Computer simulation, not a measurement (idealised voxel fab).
Process module, titled voxel transistor to metal
Cross-section cut spans 295 nm and uses square cells 5 nm in size.
The cross-sections in this document take the form of a grid made of square cells. They are written out as bands, in order from top to bottom. Each band consists of one or more rows of cells. For a band, the entry starts with two heights in nm, that of the top and then that of the bottom, and carries on with the band's materials in order from left to right, each alongside its width in nm; the word "all across" beside a single material means it fills the band edge to edge, and "blank" means empty space. Height 0 is the level under which the wafer as received is all one material. The lowest band goes on downwards, as in "0..down". Read "30..40" as a graded width: first number on top, second number at the bottom, same change between each pair of neighbouring rows. "everything unchanged", as given for a step, is the statement that not any cell of the cross-section underwent a change during that step. Reported under the label "Sealed void listing" are the empty spaces having no open way to the top and comprising 8 cells or more; the notation for each is width x height at distance, in which the distance is measured from the left edge and all three values are in nm. Whatever follows a step's settings on its line is a remark the simulator itself makes about that step. Among the settings permitted on a step's line is "overlay nm"; applied to a step with a mask, it specifies the extent to which the mask lay to the right of its planned position, whereas a negative figure signifies a position to the left.
THESE ARE THE STEPS WE PLANNED FOR THE PROCESS
1. RECEIVE [material Si]
2. CONFORMAL_DEP [material SiO2] [thk nm 5]
3. CONFORMAL_DEP [material SiN] [thk nm 15]
4. PATTERN [tone cover] [mask id ACTIVE] [material resist] [width nm 105] [pitch nm 135] [thk nm 15] [overlay nm 0]
5. DIRECTIONAL_ETCH [etch materials SiN] [depth nm 15]
6. DIRECTIONAL_ETCH [etch materials SiO2] [depth nm 5]
7. DIRECTIONAL_ETCH [etch materials Si] [depth nm 30]
8. STRIP [etch materials resist]
9. OXIDIZE [depth nm 5]
10. FILL_DEP [material SiO2] [thk nm 10]
11. CMP [height nm 20]
12. SELECTIVE_ETCH [etch materials SiO2] [depth nm 15]
13. STRIP [etch materials SiN]
14. SELECTIVE_ETCH [etch materials SiO2] [depth nm 5]
15. OXIDIZE [depth nm 5]
16. DIRECTIONAL_DEP [material polySi] [thk nm 25]
17. DIRECTIONAL_DEP [material SiCN] [thk nm 10]
18. MASKED_ETCH [tone cover] [mask id GATE] [width nm 25] [pitch nm 135] [etch materials SiCN] [depth nm 20] [overlay nm 0]
19. MASKED_ETCH [tone cover] [mask id GATE] [width nm 25] [pitch nm 135] [etch materials polySi] [depth nm 35] [overlay nm 0]
20. CONFORMAL_DEP [material SiO2] [thk nm 5]
21. DIRECTIONAL_ETCH [etch materials SiO2] [depth nm 5]
22. CONFORMAL_DEP [material SiN] [thk nm 10]
23. DIRECTIONAL_ETCH [etch materials SiN] [depth nm 10]
24. DIRECTIONAL_ETCH [etch materials SiO2] [depth nm 5]
25. DIRECTIONAL_ETCH [etch materials Si] [depth nm 15]
26. EPI [material nSi] [thk nm 15]
27. FILL_DEP [material SiO2] [thk nm 10]
28. CMP [height nm 35]
29. DIRECTIONAL_DEP [material SiO2] [thk nm 15]
30. DIRECTIONAL_DEP [material aC] [thk nm 15]
31. PATTERN [tone open] [mask id CONTACT] [material resist] [width nm 30] [thk nm 30] [overlay nm 0]
32. DIRECTIONAL_ETCH [etch materials aC] [depth nm 15]
33. STRIP [etch materials resist]
34. DIRECTIONAL_ETCH [etch materials SiO2] [depth nm 55]
35. STRIP [etch materials aC]
36. CONFORMAL_DEP [material TiN] [thk nm 5]
37. FILL_DEP [material W] [thk nm 5]
38. CMP [height nm 50]
39. DIRECTIONAL_DEP [material TiN] [thk nm 5]
40. DIRECTIONAL_DEP [material Ru] [thk nm 20]
41. PATTERN [tone cover] [mask id METAL_1] [material resist] [width nm 20] [thk nm 20] [overlay nm 0]
42. DIRECTIONAL_ETCH [etch materials Ru] [depth nm 20]
43. DIRECTIONAL_ETCH [etch materials TiN] [depth nm 5]
44. STRIP [etch materials resist]
45. CONFORMAL_DEP [material SiN] [thk nm 5]
46. FILL_DEP [material lowk] [thk nm 5]
47. CMP [height nm 75]
48. CONFORMAL_DEP [material SiCN] [thk nm 5]
49. DIRECTIONAL_DEP [material lowk] [thk nm 25]
50. DIRECTIONAL_DEP [material aC] [thk nm 15]
51. PATTERN [tone open] [mask id METAL_2] [material resist] [width nm 20] [pitch nm 135] [thk nm 35] [overlay nm 0]
52. DIRECTIONAL_ETCH [etch materials aC] [depth nm 15]
53. STRIP [etch materials resist]
54. DIRECTIONAL_ETCH [etch materials lowk] [depth nm 15]
55. STRIP [etch materials aC]
56. DIRECTIONAL_DEP [material aC] [thk nm 10]
57. PATTERN [tone open] [mask id METAL_2_HOLES] [material resist] [width nm 15] [pitch nm 135] [thk nm 25] [overlay nm 0]
58. DIRECTIONAL_ETCH [etch materials aC] [depth nm 10]
59. STRIP [etch materials resist]
60. DIRECTIONAL_ETCH [etch materials lowk] [depth nm 10]
61. DIRECTIONAL_ETCH [etch materials SiCN] [depth nm 5]
62. STRIP [etch materials aC]
63. CONFORMAL_DEP [material TiN] [thk nm 5]
64. FILL_DEP [material Cu] [thk nm 5]
65. CMP [height nm 105]
66. CONFORMAL_DEP [material SiCN] [thk nm 5]
AS-RECEIVED STATE OF THE WAFER IN CROSS-SECTION, EQUIVALENT TO POST-STEP 1
	0..down  Si all across
	Sealed void listing: none
MODULE COMPLETE - CROSS-SECTION OF THE FIRST OF TWO WAFERS, RUN ACCORDING TO PLAN
	110..105  SiCN all across
	105..95  lowk: 30; TiN: 5; Cu: 10; TiN: 5; lowk: 115; TiN: 5; Cu: 10; TiN: 5; lowk: 110
	95..90  lowk: 30; TiN: 5; Cu: 5; TiN: 10; lowk: 115; TiN: 5; Cu: 5; TiN: 10; lowk: 110
	90..80  lowk: 30; TiN: 5; Cu: 5; TiN: 5; lowk: 120; TiN: 5; Cu: 5; TiN: 5; lowk: 115
	80..75  SiCN: 30; TiN: 15; SiCN: 120; TiN: 15; SiCN: 115
	75..55  lowk: 25; SiN: 5; Ru: 20; SiN: 5; lowk: 45; SiN: 5; Ru: 20; SiN: 5; lowk: 30; SiN: 5; Ru: 20; SiN: 5; lowk: 45; SiN: 5; Ru: 20; SiN: 5; lowk: 30
	55..50  SiN: 30; TiN: 20; SiN: 55; TiN: 20; SiN: 40; TiN: 20; SiN: 55; TiN: 20; SiN: 35
	50..40  SiO2: 30; TiN: 5; W: 20; TiN: 5; SiO2: 35; TiN: 5; W: 20; TiN: 5; SiO2: 40; TiN: 5; W: 20; TiN: 5; SiO2: 35; TiN: 5; W: 20; TiN: 5; SiO2: 35
	40..35  SiO2: 30; TiN: 5; W: 10; TiN: 15; SiO2: 35; TiN: 15; W: 10; TiN: 5; SiO2: 40; TiN: 5; W: 10; TiN: 15; SiO2: 35; TiN: 15; W: 10; TiN: 5; SiO2: 35
	35..25  SiO2: 30; TiN: 5; W: 10; TiN: 5; SiN: 10; SiO2: 5; SiCN: 25; SiO2: 5; SiN: 10; TiN: 5; W: 10; TiN: 5; SiO2: 40; TiN: 5; W: 10; TiN: 5; SiN: 10; SiO2: 5; SiCN: 25; SiO2: 5; SiN: 10; TiN: 5; W: 10; TiN: 5; SiO2: 35
	25..15  SiO2: 30; TiN: 5; W: 10; TiN: 5; SiN: 10; SiO2: 5; polySi: 25; SiO2: 5; SiN: 10; TiN: 5; W: 10; TiN: 5; SiO2: 40; TiN: 5; W: 10; TiN: 5; SiN: 10; SiO2: 5; polySi: 25; SiO2: 5; SiN: 10; TiN: 5; W: 10; TiN: 5; SiO2: 35
	15..10  SiO2: 30; TiN: 20; SiN: 10; SiO2: 5; polySi: 25; SiO2: 5; SiN: 10; TiN: 20; SiO2: 40; TiN: 20; SiN: 10; SiO2: 5; polySi: 25; SiO2: 5; SiN: 10; TiN: 20; SiO2: 35
	10..0  SiO2: 30; TiN: 5; nSi: 15; SiN: 10; SiO2: 5; polySi: 25; SiO2: 5; SiN: 10; nSi: 15; TiN: 5; SiO2: 40; TiN: 5; nSi: 15; SiN: 10; SiO2: 5; polySi: 25; SiO2: 5; SiN: 10; nSi: 15; TiN: 5; SiO2: 35
	0..-5  SiO2: 30; TiN: 5; nSi: 15; SiO2: 55; nSi: 15; TiN: 5; SiO2: 40; TiN: 5; nSi: 15; SiO2: 55; nSi: 15; TiN: 5; SiO2: 35
	-5..-20  SiO2: 30; nSi: 20; Si: 55; nSi: 20; SiO2: 40; nSi: 20; Si: 55; nSi: 20; SiO2: 35
	-20..-35  SiO2: 30; Si: 95; SiO2: 40; Si: 95; SiO2: 35
	-35..down  Si all across
	Sealed void listing: none
THIS IS THE SECOND OF THE TWO WAFERS, CROSS-SECTIONED AT THE END OF THE MODULE; IT STARTED EXACTLY LIKE THE FIRST AND WAS GIVEN THE SAME PLAN, BUT IT WAS RUN WITH ONE MISTAKE
	110..105  SiCN all across
	105..95  lowk: 30; TiN: 5; Cu: 10; TiN: 5; lowk: 115; TiN: 5; Cu: 10; TiN: 5; lowk: 110
	95..90  lowk: 30; TiN: 5; Cu: 5; TiN: 10; lowk: 115; TiN: 5; Cu: 5; TiN: 10; lowk: 110
	90..80  lowk: 30; TiN: 5; Cu: 5; TiN: 5; lowk: 120; TiN: 5; Cu: 5; TiN: 5; lowk: 115
	80..75  SiCN: 30; TiN: 15; SiCN: 120; TiN: 15; SiCN: 115
	75..55  lowk: 25; SiN: 5; Ru: 20; SiN: 5; lowk: 45; SiN: 5; Ru: 20; SiN: 5; lowk: 30; SiN: 5; Ru: 20; SiN: 5; lowk: 45; SiN: 5; Ru: 20; SiN: 5; lowk: 30
	55..50  SiN: 30; TiN: 20; SiN: 55; TiN: 20; SiN: 40; TiN: 20; SiN: 55; TiN: 20; SiN: 35
	50..40  SiO2: 30; TiN: 5; W: 20; TiN: 5; SiO2: 35; TiN: 5; W: 20; TiN: 5; SiO2: 40; TiN: 5; W: 20; TiN: 5; SiO2: 35; TiN: 5; W: 20; TiN: 5; SiO2: 35
	40..35  SiO2: 30; TiN: 5; W: 15; TiN: 10; SiO2: 35; TiN: 10; W: 15; TiN: 5; SiO2: 40; TiN: 5; W: 15; TiN: 10; SiO2: 35; TiN: 10; W: 15; TiN: 5; SiO2: 35
	35..25  SiO2: 30; TiN: 5; W: 15; TiN: 5; SiN: 10; SiCN: 25; SiN: 10; TiN: 5; W: 15; TiN: 5; SiO2: 40; TiN: 5; W: 15; TiN: 5; SiN: 10; SiCN: 25; SiN: 10; TiN: 5; W: 15; TiN: 5; SiO2: 35
	25..15  SiO2: 30; TiN: 5; W: 15; TiN: 5; SiN: 10; polySi: 25; SiN: 10; TiN: 5; W: 15; TiN: 5; SiO2: 40; TiN: 5; W: 15; TiN: 5; SiN: 10; polySi: 25; SiN: 10; TiN: 5; W: 15; TiN: 5; SiO2: 35
	15..10  SiO2: 30; TiN: 25; SiN: 10; polySi: 25; SiN: 10; TiN: 25; SiO2: 40; TiN: 25; SiN: 10; polySi: 25; SiN: 10; TiN: 25; SiO2: 35
	10..0  SiO2: 30; TiN: 10; nSi: 15; SiN: 10; polySi: 25; SiN: 10; nSi: 15; TiN: 10; SiO2: 40; TiN: 10; nSi: 15; SiN: 10; polySi: 25; SiN: 10; nSi: 15; TiN: 10; SiO2: 35
	0..-5  SiO2: 30; TiN: 10; nSi: 15; SiN: 10; SiO2: 25; SiN: 10; nSi: 15; TiN: 10; SiO2: 40; TiN: 10; nSi: 15; SiN: 10; SiO2: 25; SiN: 10; nSi: 15; TiN: 10; SiO2: 35
	-5..-10  SiO2: 25; nSi: 30; Si: 45; nSi: 30; SiO2: 30; nSi: 30; Si: 45; nSi: 30; SiO2: 30
	-10..-20  SiO2: 30; nSi: 25; Si: 45; nSi: 25; SiO2: 40; nSi: 25; Si: 45; nSi: 25; SiO2: 35
	-20..-35  SiO2: 30; Si: 95; SiO2: 40; Si: 95; SiO2: 35
	-35..down  Si all across
	Sealed void listing: none
What was the processing mistake? not run: step 20 of the plan (skipped)
Final tally in cells, some materials are higher or lower on the second wafer than on the first: Si -12; SiN +8; SiO2 -44; TiN +12; W +20; nSi +16
